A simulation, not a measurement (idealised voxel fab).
Herein follows the process module entitled voxel transistor to metal.
It is cross-section cut that appears here, measuring 190 nm in width, its square cells being 5 nm in size.
Cross-section, as written here: a square-cell grid given band by band from the top down, where a band holds one or more rows of cells.
Look at the band entry: it leads with the top's height and the bottom's height in nm. Then it lists the materials left to right, with a width in nm for each. The word "edge to edge" on a single material says that material fills the band edge to edge. The word "blank" is empty space.
Height datum 0, below which the as-received substrate wafer is one material. Lowest band open at the bottom, running downward: "top 0, no bottom".
Width "30 to 40": first value at the band's top row of cells, second value at its bottom row, equal change from row to row.
It should be understood that the words "nothing got changed", when stated for a given step, signify that the cross-section underwent no change in any of its cells during that step.
What "Enclosed void list" gives you is every empty space of 8 cells or more that is cut off from the top. Each appears as width x height at distance, with the distance taken from the left edge and width, height and distance all in nm.
The remark found on a step's line after its settings is issued by the simulator itself and pertains to that step.
If you see "overlay nm" on a step's line and that step has a mask, it's telling you how far right of where it was planned the mask ended up; a negative number means it went left instead.

Below is the list of planned process steps
step 1: RECEIVE | material Si
step 2: OXIDIZE | depth nm 5
step 3: CONFORMAL_DEP | material SiN | thk nm 15
step 4: MASKED_ETCH | tone cover | mask id ACTIVE | width nm 105 | etch materials SiN | depth nm 15 | overlay nm 0
step 5: MASKED_ETCH | tone cover | mask id ACTIVE | width nm 105 | etch materials SiO2 | depth nm 5 | overlay nm 0
step 6: MASKED_ETCH | tone cover | mask id ACTIVE | width nm 105 | etch materials Si | depth nm 30 | overlay nm 0
step 7: OXIDIZE | depth nm 5
step 8: FILL_DEP | material SiO2 | thk nm 10
step 9: CMP | height nm 15
step 10: SELECTIVE_ETCH | etch materials SiO2 | depth nm 5
step 11: STRIP | etch materials SiN
step 12: SELECTIVE_ETCH | etch materials SiO2 | depth nm 5
step 13: OXIDIZE | depth nm 5
step 14: DIRECTIONAL_DEP | material polySi | thk nm 20
step 15: DIRECTIONAL_DEP | material SiCN | thk nm 10
step 16: MASKED_ETCH | tone cover | mask id GATE | width nm 15 | etch materials SiCN | depth nm 20 | overlay nm 0
step 17: MASKED_ETCH | tone cover | mask id GATE | width nm 15 | etch materials polySi | depth nm 30 | overlay nm 0
step 18: CONFORMAL_DEP | material SiO2 | thk nm 5
step 19: DIRECTIONAL_ETCH | etch materials SiO2 | depth nm 5
step 20: CONFORMAL_DEP | material SiN | thk nm 5
step 21: DIRECTIONAL_ETCH | etch materials SiN | depth nm 5
step 22: DIRECTIONAL_ETCH | etch materials SiO2 | depth nm 5
step 23: DIRECTIONAL_ETCH | etch materials Si | depth nm 15
step 24: EPI | material nSi | thk nm 15
step 25: FILL_DEP | material SiO2 | thk nm 10
step 26: CMP | height nm 25
step 27: DIRECTIONAL_DEP | material SiO2 | thk nm 10
step 28: DIRECTIONAL_DEP | material aC | thk nm 10
step 29: PATTERN | tone open | mask id CONTACT | material resist | width nm 30 | pitch nm 55 | thk nm 30 | overlay nm 0
step 30: DIRECTIONAL_ETCH | etch materials aC | depth nm 10
step 31: STRIP | etch materials resist
step 32: DIRECTIONAL_ETCH | etch materials SiO2 | depth nm 45
step 33: STRIP | etch materials aC
step 34: CONFORMAL_DEP | material TiN | thk nm 5
step 35: FILL_DEP | material W | thk nm 10
step 36: CMP | height nm 35
step 37: DIRECTIONAL_DEP | material TiN | thk nm 5
step 38: DIRECTIONAL_DEP | material Ru | thk nm 15
step 39: PATTERN | tone cover | mask id METAL_1 | material resist | width nm 15 | pitch nm 70 | thk nm 20 | overlay nm 0
step 40: DIRECTIONAL_ETCH | etch materials Ru | depth nm 15
step 41: DIRECTIONAL_ETCH | etch materials TiN | depth nm 5
step 42: STRIP | etch materials resist
step 43: CONFORMAL_DEP | material SiN | thk nm 5
step 44: FILL_DEP | material SiO2 | thk nm 5
step 45: CMP | height nm 55
step 46: CONFORMAL_DEP | material SiCN | thk nm 5
step 47: DIRECTIONAL_DEP | material SiO2 | thk nm 30
step 48: DIRECTIONAL_DEP | material aC | thk nm 15
step 49: PATTERN | tone open | mask id METAL_2 | material resist | width nm 15 | pitch nm 70 | thk nm 30 | overlay nm 0
step 50: DIRECTIONAL_ETCH | etch materials aC | depth nm 15
step 51: STRIP | etch materials resist
step 52: DIRECTIONAL_ETCH | etch materials SiO2 | depth nm 20
step 53: STRIP | etch materials aC
step 54: MASKED_ETCH | tone open | mask id METAL_2_HOLES | width nm 15 | pitch nm 70 | etch materials SiO2 | depth nm 10 | overlay nm 0
step 55: MASKED_ETCH | tone open | mask id METAL_2_HOLES | width nm 15 | pitch nm 70 | etch materials SiCN | depth nm 5 | overlay nm 0
step 56: CONFORMAL_DEP | material TiN | thk nm 5
step 57: FILL_DEP | material Cu | thk nm 5
step 58: CMP | height nm 90
step 59: CONFORMAL_DEP | material SiCN | thk nm 5

As received, after step 1
- top 0, no bottom: Si edge to edge
- Enclosed void list: none

Below is the wafer in cross-section after the module was completed. It began from the starting point shown above and followed the plan shown above, except that one mistake was made while running it
- top 95, bottom 90: SiCN edge to edge
- top 90, bottom 80: 45 SiO2 / 5 to 10 TiN / 10 to 5 Cu / 5 TiN / 50 SiO2 / 5 to 10 TiN / 10 to 5 Cu / 5 TiN / 55 SiO2
- top 80, bottom 75: 50 SiO2 / 5 TiN / 5 Cu / 5 TiN / 55 SiO2 / 5 TiN / 5 Cu / 5 TiN / 55 SiO2
- top 75, bottom 70: 50 SiO2 / 15 TiN / 55 SiO2 / 15 TiN / 55 SiO2
- top 70, bottom 60: 50 SiO2 / 10 TiN / 60 SiO2 / 10 TiN / 60 SiO2
- top 60, bottom 55: 50 SiCN / 10 TiN / 60 SiCN / 10 TiN / 60 SiCN
- top 55, bottom 40: 45 SiO2 / 5 SiN / 15 Ru / 5 SiN / 45 SiO2 / 5 SiN / 15 Ru / 5 SiN / 50 SiO2
- top 40, bottom 35: 50 SiN / 15 TiN / 55 SiN / 15 TiN / 55 SiN
- top 35, bottom 25: 50 SiO2 / 5 TiN / 20 to 15 W / 5 to 10 TiN / 25 SiO2 / 5 to 10 TiN / 20 to 15 W / 5 TiN / 55 SiO2
- top 25, bottom 15: 50 SiO2 / 5 TiN / 15 W / 5 TiN / 5 SiN / 5 SiO2 / 15 SiCN / 5 SiO2 / 5 SiN / 5 TiN / 15 W / 5 TiN / 55 SiO2
- top 15, bottom 10: 50 SiO2 / 5 TiN / 15 W / 5 TiN / 5 SiN / 5 SiO2 / 15 polySi / 5 SiO2 / 5 SiN / 5 TiN / 15 W / 5 TiN / 55 SiO2
- top 10, bottom 5: 50 SiO2 / 25 TiN / 5 SiN / 5 SiO2 / 15 polySi / 5 SiO2 / 5 SiN / 25 TiN / 55 SiO2
- top 5, bottom -5: 40 SiO2 / 5 SiN / 5 SiO2 / 10 TiN / 15 nSi / 5 SiN / 5 SiO2 / 15 polySi / 5 SiO2 / 5 SiN / 15 nSi / 10 TiN / 5 SiO2 / 5 SiN / 45 SiO2
- top -5, bottom -10: 50 SiO2 / 10 TiN / 15 nSi / 35 SiO2 / 15 nSi / 10 TiN / 55 SiO2
- top -10, bottom -25: 45 SiO2 / 30 nSi / 35 Si / 30 nSi / 50 SiO2
- top -25, bottom -40: 45 SiO2 / 95 Si / 50 SiO2
- top -40, no bottom: Si edge to edge
- Enclosed void list: none
It is concluded that the wafer was processed incorrectly with respect to the plan, in that step 54 did not happen as planned, as run it was MASKED_ETCH | tone open | mask id METAL_2_HOLES | width nm 15 | pitch nm 70 | etch materials SiO2 | depth nm 10 | overlay nm -5
